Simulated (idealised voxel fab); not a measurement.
Process module heading - voxel gate over fins
We display cut, a cross-section 160 nm in width whose square cells are each 5 nm.
A cross-section in this document is a grid of square cells, and it is written down as bands, the top band listed before the ones below it; a band is made up of one or more rows of cells.
Per band: top height and bottom height in nm, followed by the left-to-right materials and their widths in nm; "everywhere" marks a single material spanning edge to edge, "air" marks empty space.
All heights in this document are referenced to 0, defined as the level beneath which the wafer, as received, consists entirely of one material. The lowest band is not bounded below; it extends indefinitely downward and is written in the form "z 0 and below".
Note: "30->40" means the width goes from the first number (top row of the band) to the second number (bottom row) in equal steps per row of cells.
Where the words "no change" appear for a step, the cross-section shows no cell changed by that step; every cell remained as before.
In "Enclosed cavities" the enclosed voids are listed, meaning empty spaces of 8 cells or larger without any opening to the top. The form is width x height at distance, distance from the left edge, units nm.
Past the settings on a step's line: simulator remark, on that step.
A step's line can hold "overlay nm"; with a mask on that step, the setting says how far right of the planned place the mask lay, while a negative setting says it lay to the left.
**List of planned process steps**
step 1: RECEIVE [material Si]
step 2: CONFORMAL_DEP [material SiN] [thk nm 5]
step 3: PATTERN [tone cover] [mask id FINS] [material resist] [width nm 15] [pitch nm 50] [thk nm 15] [overlay nm 0]
step 4: DIRECTIONAL_ETCH [etch materials SiN] [depth nm 5]
step 5: DIRECTIONAL_ETCH [etch materials Si] [depth nm 40]
step 6: STRIP [etch materials resist]
step 7: FILL_DEP [material SiO2] [thk nm 15]
step 8: CMP [height nm 5]
step 9: DIRECTIONAL_DEP [material aC] [thk nm 15]
step 10: PATTERN [tone open] [mask id RAIL] [material resist] [width nm 15] [thk nm 30] [overlay nm 0]
step 11: DIRECTIONAL_ETCH [etch materials aC] [depth nm 15]
step 12: STRIP [etch materials resist]
step 13: DIRECTIONAL_ETCH [etch materials SiO2] [depth nm 40]
step 14: STRIP [etch materials aC]
step 15: CONFORMAL_DEP [material TiN] [thk nm 5]
step 16: FILL_DEP [material Ru] [thk nm 5]
step 17: CMP [height nm 5]
step 18: SELECTIVE_ETCH [etch materials W Ru TiN] [depth nm 25]
step 19: FILL_DEP [material SiO2] [thk nm 5]
step 20: CMP [height nm 5]
step 21: SELECTIVE_ETCH [etch materials SiO2] [depth nm 15]
step 22: STRIP [etch materials SiN]
step 23: CONFORMAL_DEP [material HfO2] [thk nm 5]
step 24: CONFORMAL_DEP [material TiN] [thk nm 5]
step 25: CONFORMAL_DEP [material TiAl] [thk nm 5]
step 26: CONFORMAL_DEP [material TiN] [thk nm 5]
step 27: FILL_DEP [material W] [thk nm 15]
step 28: CMP [height nm 30]
step 29: CONFORMAL_DEP [material SiCN] [thk nm 10]
**Cross-section of the incoming wafer, state after step 1**
  z 0 and below | Si everywhere
  Enclosed cavities: none
**First of two wafers at the end of the module, shown in cross-section; run carried out as planned**
  z 40 to 30 | SiCN everywhere
  z 30 to 20 | W everywhere
  z 20 to 15 | TiN 155 / W 5
  z 15 to 10 | TiN 5 / TiAl 45 / TiN 5 / TiAl 45 / TiN 5 / TiAl 45 / TiN 5 / W 5
  z 10 to 5 | TiN 5 / TiAl 5 / TiN 35 / TiAl 5 / TiN 5 / TiAl 5 / TiN 35 / TiAl 5 / TiN 5 / TiAl 5 / TiN 35 / TiAl 5 / TiN 10
  z 5 to 0 | TiAl 10 / TiN 5 / HfO2 25 / TiN 5 / TiAl 15 / TiN 5 / HfO2 25 / TiN 5 / TiAl 15 / TiN 5 / HfO2 25 / TiN 5 / TiAl 15
  z 0 to -5 | TiN 15 / HfO2 5 / Si 15 / HfO2 5 / TiN 25 / HfO2 5 / Si 15 / HfO2 5 / TiN 25 / HfO2 5 / Si 15 / HfO2 5 / TiN 20
  z -5 to -10 | HfO2 20 / Si 15 / HfO2 35 / Si 15 / HfO2 35 / Si 15 / HfO2 25
  z -10 to -20 | SiO2 20 / Si 15 / SiO2 35 / Si 15 / SiO2 35 / Si 15 / SiO2 25
  z -20 to -30 | SiO2 20 / Si 15 / SiO2 10 / TiN 5 / Ru 5 / TiN 5 / SiO2 10 / Si 15 / SiO2 35 / Si 15 / SiO2 25
  z -30 to -35 | SiO2 20 / Si 15 / SiO2 10 / TiN 15 / SiO2 10 / Si 15 / SiO2 35 / Si 15 / SiO2 25
  z -35 to -40 | SiO2 20 / Si 15 / SiO2 35 / Si 15 / SiO2 35 / Si 15 / SiO2 25
  z -40 and below | Si everywhere
  Enclosed cavities: none
**Cross-section, second wafer: same start as the first, same plan as the first, one mistake in running it; taken at the end of the module**
  z 40 to 30 | SiCN everywhere
  z 30 to 20 | W everywhere
  z 20 to 15 | TiN 155 / W 5
  z 15 to 10 | TiN 5 / TiAl 45 / TiN 5 / TiAl 45 / TiN 5 / TiAl 45 / TiN 5 / W 5
  z 10 to 5 | TiN 5 / TiAl 5 / TiN 35 / TiAl 5 / TiN 5 / TiAl 5 / TiN 35 / TiAl 5 / TiN 5 / TiAl 5 / TiN 35 / TiAl 5 / TiN 10
  z 5 to 0 | TiAl 10 / TiN 5 / HfO2 25 / TiN 5 / TiAl 15 / TiN 5 / HfO2 25 / TiN 5 / TiAl 15 / TiN 5 / HfO2 25 / TiN 5 / TiAl 15
  z 0 to -5 | TiN 15 / HfO2 5 / Si 15 / HfO2 5 / TiN 25 / HfO2 5 / Si 15 / HfO2 5 / TiN 25 / HfO2 5 / Si 15 / HfO2 5 / TiN 20
  z -5 to -10 | HfO2 20 / Si 15 / HfO2 35 / Si 15 / HfO2 35 / Si 15 / HfO2 25
  z -10 to -20 | SiO2 20 / Si 15 / SiO2 35 / Si 15 / SiO2 35 / Si 15 / SiO2 25
  z -20 to -30 | Ru 15 / TiN 5 / Si 15 / TiN 10 / SiO2 15 / TiN 10 / Si 15 / TiN 5 / Ru 25 / TiN 5 / Si 15 / TiN 5 / Ru 20
  z -30 to -35 | TiN 20 / Si 15 / TiN 10 / SiO2 15 / TiN 10 / Si 15 / TiN 35 / Si 15 / TiN 25
  z -35 to -40 | SiO2 20 / Si 15 / SiO2 35 / Si 15 / SiO2 35 / Si 15 / SiO2 25
  z -40 and below | Si everywhere
  Enclosed cavities: none
The plan and the run diverged here: step 10, actual vs plan mismatch, actual run PATTERN [tone cover] [mask id RAIL] [material resist] [width nm 15] [thk nm 30] [overlay nm 0]
Final difference in cells, second wafer against first, listed per material as more or fewer: Ru +22 | SiO2 -51 | TiN +29
